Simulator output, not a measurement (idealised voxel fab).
Title: Process Module voxel self aligned contacts
Square cells of 5 nm make up the cross-section cut, whose width is 200 nm.
When this document writes out a cross-section, it uses a grid of square cells and lists it as bands, beginning at the top and moving down, with a band standing for one or more rows of cells.
For a band, the entry starts with two heights in nm, that of the top and then that of the bottom, and carries on with the band's materials in order from left to right, each alongside its width in nm; the word "everywhere" beside a single material means it fills the band edge to edge, and "blank" means empty space.
Height reference: 0 = level under which incoming wafer is all one material. Lowest band: no bottom, runs on downward, e.g. "0 and below".
Width: "30 to 40" (first number = top row, second number = bottom row, same change from row to row of cells).
Basically "remains unaltered" means that step didn't change any cell in the cross-section.
Under "Voids, fully enclosed" you'll find the enclosed gaps, the ones with no way out to the top, that are 8 cells or bigger; each reads width x height at distance, with distance counted from the left edge, everything in nm.
On a step's line, text after the settings is the simulator commenting on that step.
A step's line can hold "overlay nm"; with a mask on that step, the setting says how far right of the planned place the mask lay, while a negative setting says it lay to the left.
Steps planned for the process:
1 RECEIVE (material Si)
2 CONFORMAL_DEP (material SiO2; thk nm 5)
3 DIRECTIONAL_DEP (material polySi; thk nm 25)
4 DIRECTIONAL_DEP (material SiN; thk nm 20)
5 DIRECTIONAL_DEP (material aC; thk nm 15)
6 PATTERN (tone cover; mask id GATE; material resist; width nm 35; pitch nm 70; thk nm 35; overlay nm 0)
7 DIRECTIONAL_ETCH (etch materials aC; depth nm 15)
8 STRIP (etch materials resist)
9 DIRECTIONAL_ETCH (etch materials SiN; depth nm 20)
10 DIRECTIONAL_ETCH (etch materials polySi; depth nm 25)
11 STRIP (etch materials aC)
12 CONFORMAL_DEP (material SiN; thk nm 10)
13 DIRECTIONAL_ETCH (etch materials SiN; depth nm 10)
14 FILL_DEP (material SiO2; thk nm 10)
15 CMP (height nm 55)
16 PATTERN (tone open; mask id CONTACT; material resist; width nm 55; thk nm 15; overlay nm 0)
17 DIRECTIONAL_ETCH (etch materials SiO2; depth nm 55)
18 STRIP (etch materials resist)
19 CONFORMAL_DEP (material TiN; thk nm 5)
20 FILL_DEP (material W; thk nm 5)
21 CMP (height nm 55)
22 CONFORMAL_DEP (material SiN; thk nm 5)
The first of a set of two wafers, run to plan:
as received, after step 1:
- 0 and below = Si everywhere
- Voids, fully enclosed: none
Cross-section through the wafer, step 2 finished:
- 5 down to 0 = SiO2 everywhere
- Everything under 0 stays put, no change at all.
Cross-section through the wafer, step 3 finished:
- 30 down to 5 = polySi everywhere
- Everything under 5 stays put, no change at all.
Cross-section through the wafer, step 4 finished:
- 50 down to 30 = SiN everywhere
- Everything under 30 stays put, no change at all.
Cross-section through the wafer, step 5 finished:
- 65 down to 50 = aC everywhere
- Everything under 50 stays put, no change at all.
Cross-section through the wafer, step 6 finished:
- 100 down to 65 = 45 of blank  35 of resist  35 of blank  35 of resist  50 of blank
- Everything under 65 stays put, no change at all.
Cross-section through the wafer, step 7 finished:
- 85 down to 65 = 45 of blank  35 of resist  35 of blank  35 of resist  50 of blank
- 65 down to 50 = 45 of blank  35 of aC  35 of blank  35 of aC  50 of blank
- Everything under 50 stays put, no change at all.
Cross-section through the wafer, step 8 finished:
- 65 down to 50 = 45 of blank  35 of aC  35 of blank  35 of aC  50 of blank
- Everything under 50 stays put, no change at all.
Cross-section through the wafer, step 9 finished:
- 65 down to 50 = 45 of blank  35 of aC  35 of blank  35 of aC  50 of blank
- 50 down to 30 = 45 of blank  35 of SiN  35 of blank  35 of SiN  50 of blank
- Everything under 30 stays put, no change at all.
Cross-section through the wafer, step 10 finished:
- 65 down to 50 = 45 of blank  35 of aC  35 of blank  35 of aC  50 of blank
- 50 down to 30 = 45 of blank  35 of SiN  35 of blank  35 of SiN  50 of blank
- 30 down to 5 = 45 of blank  35 of polySi  35 of blank  35 of polySi  50 of blank
- Everything under 5 stays put, no change at all.
Cross-section through the wafer, step 11 finished:
- 50 down to 30 = 45 of blank  35 of SiN  35 of blank  35 of SiN  50 of blank
- Everything under 30 stays put, no change at all.
Cross-section through the wafer, step 12 finished:
- 60 down to 30 = 35 of blank  55 of SiN  15 of blank  55 of SiN  40 of blank
- 30 down to 15 = 35 of blank  10 of SiN  35 of polySi  10 of SiN  15 of blank  10 of SiN  35 of polySi  10 of SiN  40 of blank
- 15 down to 5 = 45 of SiN  35 of polySi  35 of SiN  35 of polySi  50 of SiN
- Everything under 5 stays put, no change at all.
Cross-section through the wafer, step 13 finished:
- 50 down to 30 = 35 of blank  55 of SiN  15 of blank  55 of SiN  40 of blank
- 30 down to 5 = 35 of blank  10 of SiN  35 of polySi  10 of SiN  15 of blank  10 of SiN  35 of polySi  10 of SiN  40 of blank
- Everything under 5 stays put, no change at all.
Cross-section through the wafer, step 14 finished:
- 60 down to 50 = SiO2 everywhere
- 50 down to 30 = 35 of SiO2  55 of SiN  15 of SiO2  55 of SiN  40 of SiO2
- 30 down to 5 = 35 of SiO2  10 of SiN  35 of polySi  10 of SiN  15 of SiO2  10 of SiN  35 of polySi  10 of SiN  40 of SiO2
- Everything under 5 stays put, no change at all.
Cross-section through the wafer, step 15 finished:
- 55 down to 50 = SiO2 everywhere
- Everything under 50 stays put, no change at all.
Cross-section through the wafer, step 16 finished:
- 70 down to 55 = 70 of resist  55 of blank  75 of resist
- Everything under 55 stays put, no change at all.
Cross-section through the wafer, step 17 finished:
- 70 down to 55 = 70 of resist  55 of blank  75 of resist
- 55 down to 50 = 70 of SiO2  55 of blank  75 of SiO2
- 50 down to 30 = 35 of SiO2  55 of SiN  15 of blank  55 of SiN  40 of SiO2
- 30 down to 5 = 35 of SiO2  10 of SiN  35 of polySi  10 of SiN  15 of blank  10 of SiN  35 of polySi  10 of SiN  40 of SiO2
- 5 down to 0 = 90 of SiO2  15 of blank  95 of SiO2
- Everything under 0 stays put, no change at all.
Cross-section through the wafer, step 18 finished:
- 55 down to 50 = 70 of SiO2  55 of blank  75 of SiO2
- Everything under 50 stays put, no change at all.
Cross-section through the wafer, step 19 finished:
- 60 down to 55 = 75 of TiN  45 of blank  80 of TiN
- 55 down to 50 = 70 of SiO2  25 of TiN  5 of blank  25 of TiN  75 of SiO2
- 50 down to 30 = 35 of SiO2  55 of SiN  5 of TiN  5 of blank  5 of TiN  55 of SiN  40 of SiO2
- 30 down to 5 = 35 of SiO2  10 of SiN  35 of polySi  10 of SiN  5 of TiN  5 of blank  5 of TiN  10 of SiN  35 of polySi  10 of SiN  40 of SiO2
- 5 down to 0 = 90 of SiO2  15 of TiN  95 of SiO2
- Everything under 0 stays put, no change at all.
Cross-section through the wafer, step 20 finished:
- 65 down to 60 = W everywhere
- 60 down to 55 = 75 of TiN  45 of W  80 of TiN
- 55 down to 50 = 70 of SiO2  25 of TiN  5 of W  25 of TiN  75 of SiO2
- 50 down to 30 = 35 of SiO2  55 of SiN  5 of TiN  5 of W  5 of TiN  55 of SiN  40 of SiO2
- 30 down to 5 = 35 of SiO2  10 of SiN  35 of polySi  10 of SiN  5 of TiN  5 of W  5 of TiN  10 of SiN  35 of polySi  10 of SiN  40 of SiO2
- Everything under 5 stays put, no change at all.
Cross-section through the wafer, step 21 finished:
- 55 down to 50 = 70 of SiO2  25 of TiN  5 of W  25 of TiN  75 of SiO2
- Everything under 50 stays put, no change at all.
Cross-section through the wafer, step 22 finished:
- 60 down to 55 = SiN everywhere
- Everything under 55 stays put, no change at all.
Here the second wafer is described. Its start and its plan were those of the first wafer. Its run contained one mistake. Up to and including step 15, it did exactly what the first wafer did:
Second wafer, cross-section, planned end of step 16:
- 70 down to 55 = 70 of resist  60 of blank  70 of resist
- Everything under 55 stays put, no change at all.
Second wafer, cross-section, planned end of step 17:
- 70 down to 55 = 70 of resist  60 of blank  70 of resist
- 55 down to 50 = 70 of SiO2  60 of blank  70 of SiO2
- 50 down to 30 = 35 of SiO2  55 of SiN  15 of blank  55 of SiN  40 of SiO2
- 30 down to 5 = 35 of SiO2  10 of SiN  35 of polySi  10 of SiN  15 of blank  10 of SiN  35 of polySi  10 of SiN  40 of SiO2
- 5 down to 0 = 90 of SiO2  15 of blank  95 of SiO2
- Everything under 0 stays put, no change at all.
Second wafer, cross-section, planned end of step 18:
- 55 down to 50 = 70 of SiO2  60 of blank  70 of SiO2
- Everything under 50 stays put, no change at all.
Second wafer, cross-section, planned end of step 19:
- 60 down to 55 = 75 of TiN  50 of blank  75 of TiN
- 55 down to 50 = 70 of SiO2  25 of TiN  5 of blank  30 of TiN  70 of SiO2
- 50 down to 30 = 35 of SiO2  55 of SiN  5 of TiN  5 of blank  5 of TiN  55 of SiN  40 of SiO2
- 30 down to 5 = 35 of SiO2  10 of SiN  35 of polySi  10 of SiN  5 of TiN  5 of blank  5 of TiN  10 of SiN  35 of polySi  10 of SiN  40 of SiO2
- 5 down to 0 = 90 of SiO2  15 of TiN  95 of SiO2
- Everything under 0 stays put, no change at all.
Second wafer, cross-section, planned end of step 20:
- 65 down to 60 = W everywhere
- 60 down to 55 = 75 of TiN  50 of W  75 of TiN
- 55 down to 50 = 70 of SiO2  25 of TiN  5 of W  30 of TiN  70 of SiO2
- 50 down to 30 = 35 of SiO2  55 of SiN  5 of TiN  5 of W  5 of TiN  55 of SiN  40 of SiO2
- 30 down to 5 = 35 of SiO2  10 of SiN  35 of polySi  10 of SiN  5 of TiN  5 of W  5 of TiN  10 of SiN  35 of polySi  10 of SiN  40 of SiO2
- Everything under 5 stays put, no change at all.
Second wafer, cross-section, planned end of step 21:
- 55 down to 50 = 70 of SiO2  25 of TiN  5 of W  30 of TiN  70 of SiO2
- Everything under 50 stays put, no change at all.
Second wafer, cross-section, planned end of step 22:
- 60 down to 55 = SiN everywhere
- Everything under 55 stays put, no change at all.
Nonconformance to the process plan: step 16 ran differently from the plan; actual operation with settings: PATTERN (tone open; mask id CONTACT; material resist; width nm 60; thk nm 15; overlay nm 0)
Wrapping up, a cell-based count of both wafers puts the second over or under the first for these materials: 1 fewer of SiO2 | 1 more of TiN
